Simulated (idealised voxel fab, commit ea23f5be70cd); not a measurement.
Documented hereafter: the process module known as voxel self aligned vias.
Section cut is 190 nm wide and gridded with 5 nm square cells.
In what follows, cross-sections appear as grids of square cells, described through bands that run from the top down, where every band is one or more rows of cells.
This entry defines a band. It first specifies the height of the band's top and the height of its bottom in nm, and then specifies the band's materials from left to right, stating each material with its width in nm. The word "everywhere" identifies a single material that fills the band from edge to edge, while the word "blank" identifies empty space.
Counting heights begins at 0, where everything beneath is, in the wafer as received, one material. The lowest band has no bottom; it goes on downwards, as "0 nm and below" shows.
The two numbers in a width such as "30 to 40" mark its ends across the band: the first belongs to the top row of cells, the second to the bottom row, and from each row to the next the width moves by the same amount.
"nothing was modified" means the step left every cell of the cross-section as it was.
Heads up: "Cavities, closed" only lists the empty pockets with no open path to the top that are 8 cells or more, and it writes them as width x height at distance, distance from the left edge, in nm.
Where a step's line continues beyond its settings, the continuation is a remark by the simulator itself on that step.
What "overlay nm" on a step's line means: if the step has a mask, that mask lay this far to the right of its planned place, or, when the value is negative, to the left.
Planned step list for the process
1) RECEIVE with material Si
2) CONFORMAL_DEP with material SiO2, thk nm 15
3) CONFORMAL_DEP with material SiCN, thk nm 5
4) DIRECTIONAL_DEP with material lowk, thk nm 25
5) PATTERN with tone open, mask id LINES, material resist, width nm 30, pitch nm 55, thk nm 15, overlay nm 0
6) DIRECTIONAL_ETCH with etch materials lowk, depth nm 25
7) STRIP with etch materials resist
8) CONFORMAL_DEP with material TiN, thk nm 5
9) FILL_DEP with material W, thk nm 10
10) CMP with height nm 45
11) SELECTIVE_ETCH with etch materials W Ru TiN, depth nm 5
12) FILL_DEP with material SiN, thk nm 10
13) CMP with height nm 45
14) DIRECTIONAL_DEP with material lowk, thk nm 15
15) MASKED_ETCH with tone open, mask id VIAS, width nm 40, pitch nm 55, etch materials lowk, depth nm 15, overlay nm 0
16) MASKED_ETCH with tone open, mask id VIAS, width nm 40, pitch nm 55, etch materials SiN, depth nm 5, overlay nm 0
17) CONFORMAL_DEP with material TiN, thk nm 5
18) FILL_DEP with material Ru, thk nm 5
19) CMP with height nm 60
20) CONFORMAL_DEP with material SiCN, thk nm 5
What follows covers the first of two wafers; it ran as planned
As received, after step 1
    0 nm and below: Si everywhere
    Cavities, closed: none
The following cross-section depicts the wafer upon completion of step 2
    15 nm to 0 nm: SiO2 everywhere
    Rest of section, below 0: as before.
The following cross-section depicts the wafer upon completion of step 3
    20 nm to 15 nm: SiCN everywhere
    Rest of section, below 15: as before.
The following cross-section depicts the wafer upon completion of step 4
    45 nm to 20 nm: lowk everywhere
    Rest of section, below 20: as before.
The following cross-section depicts the wafer upon completion of step 5
    60 nm to 45 nm: resist=50 / blank=30 / resist=25 / blank=30 / resist=55
    Rest of section, below 45: as before.
The following cross-section depicts the wafer upon completion of step 6
    60 nm to 45 nm: resist=50 / blank=30 / resist=25 / blank=30 / resist=55
    45 nm to 20 nm: lowk=50 / blank=30 / lowk=25 / blank=30 / lowk=55
    Rest of section, below 20: as before.
The following cross-section depicts the wafer upon completion of step 7
    45 nm to 20 nm: lowk=50 / blank=30 / lowk=25 / blank=30 / lowk=55
    Rest of section, below 20: as before.
The following cross-section depicts the wafer upon completion of step 8
    50 nm to 45 nm: TiN=55 / blank=20 / TiN=35 / blank=20 / TiN=60
    45 nm to 25 nm: lowk=50 / TiN=5 / blank=20 / TiN=5 / lowk=25 / TiN=5 / blank=20 / TiN=5 / lowk=55
    25 nm to 20 nm: lowk=50 / TiN=30 / lowk=25 / TiN=30 / lowk=55
    Rest of section, below 20: as before.
The following cross-section depicts the wafer upon completion of step 9
    60 nm to 50 nm: W everywhere
    50 nm to 45 nm: TiN=55 / W=20 / TiN=35 / W=20 / TiN=60
    45 nm to 25 nm: lowk=50 / TiN=5 / W=20 / TiN=5 / lowk=25 / TiN=5 / W=20 / TiN=5 / lowk=55
    Rest of section, below 25: as before.
The following cross-section depicts the wafer upon completion of step 10
    45 nm to 25 nm: lowk=50 / TiN=5 / W=20 / TiN=5 / lowk=25 / TiN=5 / W=20 / TiN=5 / lowk=55
    Rest of section, below 25: as before.
The following cross-section depicts the wafer upon completion of step 11
    45 nm to 40 nm: lowk=50 / blank=30 / lowk=25 / blank=30 / lowk=55
    Rest of section, below 40: as before.
The following cross-section depicts the wafer upon completion of step 12
    55 nm to 45 nm: SiN everywhere
    45 nm to 40 nm: lowk=50 / SiN=30 / lowk=25 / SiN=30 / lowk=55
    Rest of section, below 40: as before.
The following cross-section depicts the wafer upon completion of step 13
    45 nm to 40 nm: lowk=50 / SiN=30 / lowk=25 / SiN=30 / lowk=55
    Rest of section, below 40: as before.
The following cross-section depicts the wafer upon completion of step 14
    60 nm to 45 nm: lowk everywhere
    Rest of section, below 45: as before.
The following cross-section depicts the wafer upon completion of step 15
    60 nm to 45 nm: lowk=45 / blank=40 / lowk=15 / blank=40 / lowk=50
    Rest of section, below 45: as before.
The following cross-section depicts the wafer upon completion of step 16
    60 nm to 45 nm: lowk=45 / blank=40 / lowk=15 / blank=40 / lowk=50
    45 nm to 40 nm: lowk=50 / blank=30 / lowk=25 / blank=30 / lowk=55
    Rest of section, below 40: as before.
The following cross-section depicts the wafer upon completion of step 17
    65 nm to 60 nm: TiN=50 / blank=30 / TiN=25 / blank=30 / TiN=55
    60 nm to 50 nm: lowk=45 / TiN=5 / blank=30 / TiN=5 / lowk=15 / TiN=5 / blank=30 / TiN=5 / lowk=50
    50 nm to 45 nm: lowk=45 / TiN=10 / blank=20 / TiN=10 / lowk=15 / TiN=10 / blank=20 / TiN=10 / lowk=50
    45 nm to 40 nm: lowk=50 / TiN=30 / lowk=25 / TiN=30 / lowk=55
    Rest of section, below 40: as before.
The following cross-section depicts the wafer upon completion of step 18
    70 nm to 65 nm: Ru everywhere
    65 nm to 60 nm: TiN=50 / Ru=30 / TiN=25 / Ru=30 / TiN=55
    60 nm to 50 nm: lowk=45 / TiN=5 / Ru=30 / TiN=5 / lowk=15 / TiN=5 / Ru=30 / TiN=5 / lowk=50
    50 nm to 45 nm: lowk=45 / TiN=10 / Ru=20 / TiN=10 / lowk=15 / TiN=10 / Ru=20 / TiN=10 / lowk=50
    Rest of section, below 45: as before.
The following cross-section depicts the wafer upon completion of step 19
    60 nm to 50 nm: lowk=45 / TiN=5 / Ru=30 / TiN=5 / lowk=15 / TiN=5 / Ru=30 / TiN=5 / lowk=50
    Rest of section, below 50: as before.
The following cross-section depicts the wafer upon completion of step 20
    65 nm to 60 nm: SiCN everywhere
    Rest of section, below 60: as before.
Second of two: same start, same plan, one run error; steps up to and including 1 match the first
X-section, second wafer, when step 2 was due to finish
    30 nm to 0 nm: SiO2 everywhere
    Rest of section, below 0: as before.
X-section, second wafer, when step 3 was due to finish
    35 nm to 30 nm: SiCN everywhere
    Rest of section, below 30: as before.
X-section, second wafer, when step 4 was due to finish
    60 nm to 35 nm: lowk everywhere
    Rest of section, below 35: as before.
X-section, second wafer, when step 5 was due to finish
    75 nm to 60 nm: resist=50 / blank=30 / resist=25 / blank=30 / resist=55
    Rest of section, below 60: as before.
X-section, second wafer, when step 6 was due to finish
    75 nm to 60 nm: resist=50 / blank=30 / resist=25 / blank=30 / resist=55
    60 nm to 35 nm: lowk=50 / blank=30 / lowk=25 / blank=30 / lowk=55
    Rest of section, below 35: as before.
X-section, second wafer, when step 7 was due to finish
    60 nm to 35 nm: lowk=50 / blank=30 / lowk=25 / blank=30 / lowk=55
    Rest of section, below 35: as before.
X-section, second wafer, when step 8 was due to finish
    65 nm to 60 nm: TiN=55 / blank=20 / TiN=35 / blank=20 / TiN=60
    60 nm to 40 nm: lowk=50 / TiN=5 / blank=20 / TiN=5 / lowk=25 / TiN=5 / blank=20 / TiN=5 / lowk=55
    40 nm to 35 nm: lowk=50 / TiN=30 / lowk=25 / TiN=30 / lowk=55
    Rest of section, below 35: as before.
X-section, second wafer, when step 9 was due to finish
    75 nm to 65 nm: W everywhere
    65 nm to 60 nm: TiN=55 / W=20 / TiN=35 / W=20 / TiN=60
    60 nm to 40 nm: lowk=50 / TiN=5 / W=20 / TiN=5 / lowk=25 / TiN=5 / W=20 / TiN=5 / lowk=55
    Rest of section, below 40: as before.
X-section, second wafer, when step 10 was due to finish
    45 nm to 40 nm: lowk=50 / TiN=5 / W=20 / TiN=5 / lowk=25 / TiN=5 / W=20 / TiN=5 / lowk=55
    Rest of section, below 40: as before.
X-section, second wafer, when step 11 was due to finish
    45 nm to 40 nm: lowk=50 / blank=30 / lowk=25 / blank=30 / lowk=55
    Rest of section, below 40: as before.
X-section, second wafer, when step 12 was due to finish
    55 nm to 45 nm: SiN everywhere
    45 nm to 40 nm: lowk=50 / SiN=30 / lowk=25 / SiN=30 / lowk=55
    Rest of section, below 40: as before.
X-section, second wafer, when step 13 was due to finish
    45 nm to 40 nm: lowk=50 / SiN=30 / lowk=25 / SiN=30 / lowk=55
    Rest of section, below 40: as before.
X-section, second wafer, when step 14 was due to finish
    60 nm to 45 nm: lowk everywhere
    Rest of section, below 45: as before.
X-section, second wafer, when step 15 was due to finish
    60 nm to 45 nm: lowk=45 / blank=40 / lowk=15 / blank=40 / lowk=50
    Rest of section, below 45: as before.
X-section, second wafer, when step 16 was due to finish
    60 nm to 45 nm: lowk=45 / blank=40 / lowk=15 / blank=40 / lowk=50
    45 nm to 40 nm: lowk=50 / blank=30 / lowk=25 / blank=30 / lowk=55
    Rest of section, below 40: as before.
X-section, second wafer, when step 17 was due to finish
    65 nm to 60 nm: TiN=50 / blank=30 / TiN=25 / blank=30 / TiN=55
    60 nm to 50 nm: lowk=45 / TiN=5 / blank=30 / TiN=5 / lowk=15 / TiN=5 / blank=30 / TiN=5 / lowk=50
    50 nm to 45 nm: lowk=45 / TiN=10 / blank=20 / TiN=10 / lowk=15 / TiN=10 / blank=20 / TiN=10 / lowk=50
    45 nm to 35 nm: lowk=50 / TiN=30 / lowk=25 / TiN=30 / lowk=55
    Rest of section, below 35: as before.
X-section, second wafer, when step 18 was due to finish
    70 nm to 65 nm: Ru everywhere
    65 nm to 60 nm: TiN=50 / Ru=30 / TiN=25 / Ru=30 / TiN=55
    60 nm to 50 nm: lowk=45 / TiN=5 / Ru=30 / TiN=5 / lowk=15 / TiN=5 / Ru=30 / TiN=5 / lowk=50
    50 nm to 45 nm: lowk=45 / TiN=10 / Ru=20 / TiN=10 / lowk=15 / TiN=10 / Ru=20 / TiN=10 / lowk=50
    Rest of section, below 45: as before.
X-section, second wafer, when step 19 was due to finish
    60 nm to 50 nm: lowk=45 / TiN=5 / Ru=30 / TiN=5 / lowk=15 / TiN=5 / Ru=30 / TiN=5 / lowk=50
    Rest of section, below 50: as before.
X-section, second wafer, when step 20 was due to finish
    65 nm to 60 nm: SiCN everywhere
    Rest of section, below 60: as before.
Misprocessing identified: execution of plan step 2 occurred twice
The second wafer ends with more or fewer cells of some materials than the first, per final count: SiO2 +114 | TiN -12 | W -24 | lowk -78
